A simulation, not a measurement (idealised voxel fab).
A process module follows: voxel wiring stack.
In the cross-section labelled cut, the width is 285 nm and each square cell is 5 nm.
Just so we're on the same page, the cross-sections are grids of square cells, and they're listed out in bands top to bottom, each band one or more rows deep. It is stipulated that each band's entry specify, in nanometres, the height of the top of the band and then that of its bottom, followed by the materials of the band in left-to-right sequence, each together with its width in nanometres. A single material marked by the word "throughout" is understood to fill the band from edge to edge; the word "empty" is understood to denote empty space. Note: height 0 marks the level under which the wafer is uniformly one material as received. Lowest band unbounded below, written "0 and below". When a width is written as two numbers, as in "30..40", the first number is the width in the top row of cells of the band and the second is the width in its bottom row, and the width changes by the same amount from each row to the next. Take "nothing altered" at face value: in the step it is given for, the cross-section changed in none of its cells. "Closed empty spaces" contains a list of empty spaces, each no smaller than 8 cells and without an open way to the top, written in the form width x height at distance with the distance from the left edge and all three in nm. Anything after a step's settings on that line? It's the simulator's own note about the step. A step line may carry the setting "overlay nm", which, for steps involving a mask, states the distance by which the mask lay to the right of its intended position; negative values denote displacement to the left.
# Process steps (planned)
1,op RECEIVE | material Si
2,op CONFORMAL_DEP | material SiO2 | thk nm 15
3,op DIRECTIONAL_DEP | material TiN | thk nm 5
4,op DIRECTIONAL_DEP | material Ru | thk nm 15
5,op PATTERN | tone cover | mask id METAL_1 | material resist | width nm 25 | pitch nm 40 | thk nm 20 | overlay nm 0
6,op DIRECTIONAL_ETCH | etch materials Ru | depth nm 15
7,op DIRECTIONAL_ETCH | etch materials TiN | depth nm 5
8,op STRIP | etch materials resist
9,op CONFORMAL_DEP | material SiCN | thk nm 5
10,op FILL_DEP | material SiO2 | thk nm 10
11,op CMP | height nm 35
12,op CONFORMAL_DEP | material SiCN | thk nm 5
13,op DIRECTIONAL_DEP | material SiO2 | thk nm 25
14,op PATTERN | tone open | mask id METAL_2_HOLES | material resist | width nm 15 | pitch nm 40 | thk nm 20 | overlay nm 0
15,op DIRECTIONAL_ETCH | etch materials SiO2 | depth nm 25
16,op STRIP | etch materials resist
17,op DIRECTIONAL_DEP | material aC | thk nm 10
18,op PATTERN | tone open | mask id METAL_2 | material resist | width nm 25 | pitch nm 40 | thk nm 25 | overlay nm 0
19,op DIRECTIONAL_ETCH | etch materials aC | depth nm 10
20,op STRIP | etch materials resist
21,op DIRECTIONAL_ETCH | etch materials SiO2 | depth nm 15
22,op DIRECTIONAL_ETCH | etch materials SiCN | depth nm 5
23,op STRIP | etch materials aC
24,op CONFORMAL_DEP | material TiN | thk nm 5
25,op FILL_DEP | material Ru | thk nm 10
26,op CMP | height nm 65
27,op CONFORMAL_DEP | material SiN | thk nm 5
# Of two wafers, the first: run according to plan
# The cross-section here shows the wafer as received, i.e. in its state after step 1
  0 and below  Si throughout
  Closed empty spaces: none
# After step 2, in cross-section
  15 down to 0  SiO2 throughout
  Heights below 0 show no change.
# After step 3, in cross-section
  20 down to 15  TiN throughout
  Heights below 15 show no change.
# After step 4, in cross-section
  35 down to 20  Ru throughout
  Heights below 20 show no change.
# After step 5, in cross-section
  55 down to 35  empty (90) | resist (25) | empty (15) | resist (25) | empty (15) | resist (25) | empty (90)
  Heights below 35 show no change.
# After step 6, in cross-section
  55 down to 35  empty (90) | resist (25) | empty (15) | resist (25) | empty (15) | resist (25) | empty (90)
  35 down to 20  empty (90) | Ru (25) | empty (15) | Ru (25) | empty (15) | Ru (25) | empty (90)
  Heights below 20 show no change.
# After step 7, in cross-section
  55 down to 35  empty (90) | resist (25) | empty (15) | resist (25) | empty (15) | resist (25) | empty (90)
  35 down to 20  empty (90) | Ru (25) | empty (15) | Ru (25) | empty (15) | Ru (25) | empty (90)
  20 down to 15  empty (90) | TiN (25) | empty (15) | TiN (25) | empty (15) | TiN (25) | empty (90)
  Heights below 15 show no change.
# After step 8, in cross-section
  35 down to 20  empty (90) | Ru (25) | empty (15) | Ru (25) | empty (15) | Ru (25) | empty (90)
  Heights below 20 show no change.
# After step 9, in cross-section
  40 down to 35  empty (85) | SiCN (35) | empty (5) | SiCN (35) | empty (5) | SiCN (35) | empty (85)
  35 down to 20  empty (85) | SiCN (5) | Ru (25) | SiCN (5) | empty (5) | SiCN (5) | Ru (25) | SiCN (5) | empty (5) | SiCN (5) | Ru (25) | SiCN (5) | empty (85)
  20 down to 15  SiCN (90) | TiN (25) | SiCN (15) | TiN (25) | SiCN (15) | TiN (25) | SiCN (90)
  Heights below 15 show no change.
# After step 10, in cross-section
  50 down to 40  SiO2 throughout
  40 down to 35  SiO2 (85) | SiCN (35) | SiO2 (5) | SiCN (35) | SiO2 (5) | SiCN (35) | SiO2 (85)
  35 down to 20  SiO2 (85) | SiCN (5) | Ru (25) | SiCN (5) | SiO2 (5) | SiCN (5) | Ru (25) | SiCN (5) | SiO2 (5) | SiCN (5) | Ru (25) | SiCN (5) | SiO2 (85)
  Heights below 20 show no change.
# After step 11, in cross-section
  35 down to 20  SiO2 (85) | SiCN (5) | Ru (25) | SiCN (5) | SiO2 (5) | SiCN (5) | Ru (25) | SiCN (5) | SiO2 (5) | SiCN (5) | Ru (25) | SiCN (5) | SiO2 (85)
  Heights below 20 show no change.
# After step 12, in cross-section
  40 down to 35  SiCN throughout
  Heights below 35 show no change.
# After step 13, in cross-section
  65 down to 40  SiO2 throughout
  Heights below 40 show no change.
# After step 14, in cross-section
  85 down to 65  resist (90) | empty (15) | resist (25) | empty (15) | resist (25) | empty (15) | resist (100)
  Heights below 65 show no change.
# After step 15, in cross-section
  85 down to 65  resist (90) | empty (15) | resist (25) | empty (15) | resist (25) | empty (15) | resist (100)
  65 down to 40  SiO2 (90) | empty (15) | SiO2 (25) | empty (15) | SiO2 (25) | empty (15) | SiO2 (100)
  Heights below 40 show no change.
# After step 16, in cross-section
  65 down to 40  SiO2 (90) | empty (15) | SiO2 (25) | empty (15) | SiO2 (25) | empty (15) | SiO2 (100)
  Heights below 40 show no change.
# After step 17, in cross-section
  75 down to 65  aC (90) | empty (15) | aC (25) | empty (15) | aC (25) | empty (15) | aC (100)
  65 down to 50  SiO2 (90) | empty (15) | SiO2 (25) | empty (15) | SiO2 (25) | empty (15) | SiO2 (100)
  50 down to 40  SiO2 (90) | aC (15) | SiO2 (25) | aC (15) | SiO2 (25) | aC (15) | SiO2 (100)
  Heights below 40 show no change.
# After step 18, in cross-section
  100 down to 75  resist (90) | empty (25) | resist (15) | empty (25) | resist (15) | empty (25) | resist (90)
  Heights below 75 show no change.
# After step 19, in cross-section
  90 down to 75  resist (90) | empty (25) | resist (15) | empty (25) | resist (15) | empty (25) | resist (90)
  75 down to 65  aC (90) | empty (25) | aC (15) | empty (25) | aC (15) | empty (25) | aC (90)
  65 down to 40  SiO2 (90) | empty (15) | SiO2 (25) | empty (15) | SiO2 (25) | empty (15) | SiO2 (100)
  Heights below 40 show no change.
# After step 20, in cross-section
  75 down to 65  aC (90) | empty (25) | aC (15) | empty (25) | aC (15) | empty (25) | aC (90)
  Heights below 65 show no change.
# After step 21, in cross-section
  75 down to 65  aC (90) | empty (25) | aC (15) | empty (25) | aC (15) | empty (25) | aC (90)
  65 down to 50  SiO2 (90) | empty (25) | SiO2 (15) | empty (25) | SiO2 (15) | empty (25) | SiO2 (90)
  Heights below 50 show no change.
# After step 22, in cross-section
  75 down to 65  aC (90) | empty (25) | aC (15) | empty (25) | aC (15) | empty (25) | aC (90)
  65 down to 50  SiO2 (90) | empty (25) | SiO2 (15) | empty (25) | SiO2 (15) | empty (25) | SiO2 (90)
  50 down to 40  SiO2 (90) | empty (15) | SiO2 (25) | empty (15) | SiO2 (25) | empty (15) | SiO2 (100)
  40 down to 35  SiCN (90) | empty (15) | SiCN (25) | empty (15) | SiCN (25) | empty (15) | SiCN (100)
  Heights below 35 show no change.
# After step 23, in cross-section
  65 down to 50  SiO2 (90) | empty (25) | SiO2 (15) | empty (25) | SiO2 (15) | empty (25) | SiO2 (90)
  Heights below 50 show no change.
# After step 24, in cross-section
  70 down to 65  TiN (95) | empty (15) | TiN (25) | empty (15) | TiN (25) | empty (15) | TiN (95)
  65 down to 55  SiO2 (90) | TiN (5) | empty (15) | TiN (5) | SiO2 (15) | TiN (5) | empty (15) | TiN (5) | SiO2 (15) | TiN (5) | empty (15) | TiN (5) | SiO2 (90)
  55 down to 50  SiO2 (90) | TiN (5) | empty (5) | TiN (15) | SiO2 (15) | TiN (5) | empty (5) | TiN (15) | SiO2 (15) | TiN (5) | empty (5) | TiN (15) | SiO2 (90)
  50 down to 40  SiO2 (90) | TiN (5) | empty (5) | TiN (5) | SiO2 (25) | TiN (5) | empty (5) | TiN (5) | SiO2 (25) | TiN (5) | empty (5) | TiN (5) | SiO2 (100)
  40 down to 35  SiCN (90) | TiN (15) | SiCN (25) | TiN (15) | SiCN (25) | TiN (15) | SiCN (100)
  Heights below 35 show no change.
# After step 25, in cross-section
  80 down to 70  Ru throughout
  70 down to 65  TiN (95) | Ru (15) | TiN (25) | Ru (15) | TiN (25) | Ru (15) | TiN (95)
  65 down to 55  SiO2 (90) | TiN (5) | Ru (15) | TiN (5) | SiO2 (15) | TiN (5) | Ru (15) | TiN (5) | SiO2 (15) | TiN (5) | Ru (15) | TiN (5) | SiO2 (90)
  55 down to 50  SiO2 (90) | TiN (5) | Ru (5) | TiN (15) | SiO2 (15) | TiN (5) | Ru (5) | TiN (15) | SiO2 (15) | TiN (5) | Ru (5) | TiN (15) | SiO2 (90)
  50 down to 40  SiO2 (90) | TiN (5) | Ru (5) | TiN (5) | SiO2 (25) | TiN (5) | Ru (5) | TiN (5) | SiO2 (25) | TiN (5) | Ru (5) | TiN (5) | SiO2 (100)
  Heights below 40 show no change.
# After step 26, in cross-section
  65 down to 55  SiO2 (90) | TiN (5) | Ru (15) | TiN (5) | SiO2 (15) | TiN (5) | Ru (15) | TiN (5) | SiO2 (15) | TiN (5) | Ru (15) | TiN (5) | SiO2 (90)
  Heights below 55 show no change.
# After step 27, in cross-section
  70 down to 65  SiN throughout
  Heights below 65 show no change.
# Second wafer - shared start and plan with the first - one error in running - same as the first up to step 13 inclusive
# What the second wafer looks like in cross-section when step 14 should have wrapped up
  85 down to 65  empty (90) | resist (15) | empty (25) | resist (15) | empty (25) | resist (15) | empty (100)
  Heights below 65 show no change.
# What the second wafer looks like in cross-section when step 15 should have wrapped up
  85 down to 65  empty (90) | resist (15) | empty (25) | resist (15) | empty (25) | resist (15) | empty (100)
  65 down to 40  empty (90) | SiO2 (15) | empty (25) | SiO2 (15) | empty (25) | SiO2 (15) | empty (100)
  Heights below 40 show no change.
# What the second wafer looks like in cross-section when step 16 should have wrapped up
  65 down to 40  empty (90) | SiO2 (15) | empty (25) | SiO2 (15) | empty (25) | SiO2 (15) | empty (100)
  Heights below 40 show no change.
# What the second wafer looks like in cross-section when step 17 should have wrapped up
  75 down to 65  empty (90) | aC (15) | empty (25) | aC (15) | empty (25) | aC (15) | empty (100)
  65 down to 50  empty (90) | SiO2 (15) | empty (25) | SiO2 (15) | empty (25) | SiO2 (15) | empty (100)
  50 down to 40  aC (90) | SiO2 (15) | aC (25) | SiO2 (15) | aC (25) | SiO2 (15) | aC (100)
  Heights below 40 show no change.
# What the second wafer looks like in cross-section when step 18 should have wrapped up
  100 down to 75  resist (90) | empty (25) | resist (15) | empty (25) | resist (15) | empty (25) | resist (90)
  75 down to 65  resist (90) | aC (15) | empty (10) | resist (15) | aC (15) | empty (10) | resist (15) | aC (15) | empty (10) | resist (90)
  65 down to 50  resist (90) | SiO2 (15) | empty (10) | resist (15) | SiO2 (15) | empty (10) | resist (15) | SiO2 (15) | empty (10) | resist (90)
  Heights below 50 show no change.
# What the second wafer looks like in cross-section when step 19 should have wrapped up
  90 down to 65  resist (90) | empty (25) | resist (15) | empty (25) | resist (15) | empty (25) | resist (90)
  65 down to 50  resist (90) | SiO2 (15) | empty (10) | resist (15) | SiO2 (15) | empty (10) | resist (15) | SiO2 (15) | empty (10) | resist (90)
  50 down to 40  aC (90) | SiO2 (15) | empty (10) | aC (15) | SiO2 (15) | empty (10) | aC (15) | SiO2 (15) | empty (10) | aC (90)
  Heights below 40 show no change.
# What the second wafer looks like in cross-section when step 20 should have wrapped up
  65 down to 50  empty (90) | SiO2 (15) | empty (25) | SiO2 (15) | empty (25) | SiO2 (15) | empty (100)
  Heights below 50 show no change.
# What the second wafer looks like in cross-section when step 21 should have wrapped up
  50 down to 40  aC (90) | SiO2 (15) | empty (10) | aC (15) | SiO2 (15) | empty (10) | aC (15) | SiO2 (15) | empty (10) | aC (90)
  Heights below 40 show no change.
# What the second wafer looks like in cross-section when step 22 should have wrapped up
  50 down to 40  aC (90) | SiO2 (15) | empty (10) | aC (15) | SiO2 (15) | empty (10) | aC (15) | SiO2 (15) | empty (10) | aC (90)
  40 down to 35  SiCN (105) | empty (10) | SiCN (30) | empty (10) | SiCN (30) | empty (10) | SiCN (90)
  Heights below 35 show no change.
# What the second wafer looks like in cross-section when step 23 should have wrapped up
  50 down to 40  empty (90) | SiO2 (15) | empty (25) | SiO2 (15) | empty (25) | SiO2 (15) | empty (100)
  Heights below 40 show no change.
# What the second wafer looks like in cross-section when step 24 should have wrapped up
  55 down to 50  empty (85) | TiN (25) | empty (15) | TiN (25) | empty (15) | TiN (25) | empty (95)
  50 down to 45  empty (85) | TiN (5) | SiO2 (15) | TiN (5) | empty (15) | TiN (5) | SiO2 (15) | TiN (5) | empty (15) | TiN (5) | SiO2 (15) | TiN (5) | empty (95)
  45 down to 40  TiN (90) | SiO2 (15) | TiN (25) | SiO2 (15) | TiN (25) | SiO2 (15) | TiN (100)
  40 down to 35  SiCN (105) | TiN (10) | SiCN (30) | TiN (10) | SiCN (30) | TiN (10) | SiCN (90)
  Heights below 35 show no change.
# What the second wafer looks like in cross-section when step 25 should have wrapped up
  65 down to 55  Ru throughout
  55 down to 50  Ru (85) | TiN (25) | Ru (15) | TiN (25) | Ru (15) | TiN (25) | Ru (95)
  50 down to 45  Ru (85) | TiN (5) | SiO2 (15) | TiN (5) | Ru (15) | TiN (5) | SiO2 (15) | TiN (5) | Ru (15) | TiN (5) | SiO2 (15) | TiN (5) | Ru (95)
  Heights below 45 show no change.
What the second wafer looks like in cross-section when step 26 should have wrapped up: nothing altered
# What the second wafer looks like in cross-section when step 27 should have wrapped up
  70 down to 65  SiN throughout
  Heights below 65 show no change.
Where did the run depart from the plan? step 14 was not run as planned; what actually ran was op PATTERN | tone cover | mask id METAL_2_HOLES | material resist | width nm 15 | pitch nm 40 | thk nm 20 | overlay nm 0
Final wafer comparison in cells, second versus first, more or fewer per material: +171 Ru | +3 SiCN | -204 SiO2 | +30 TiN
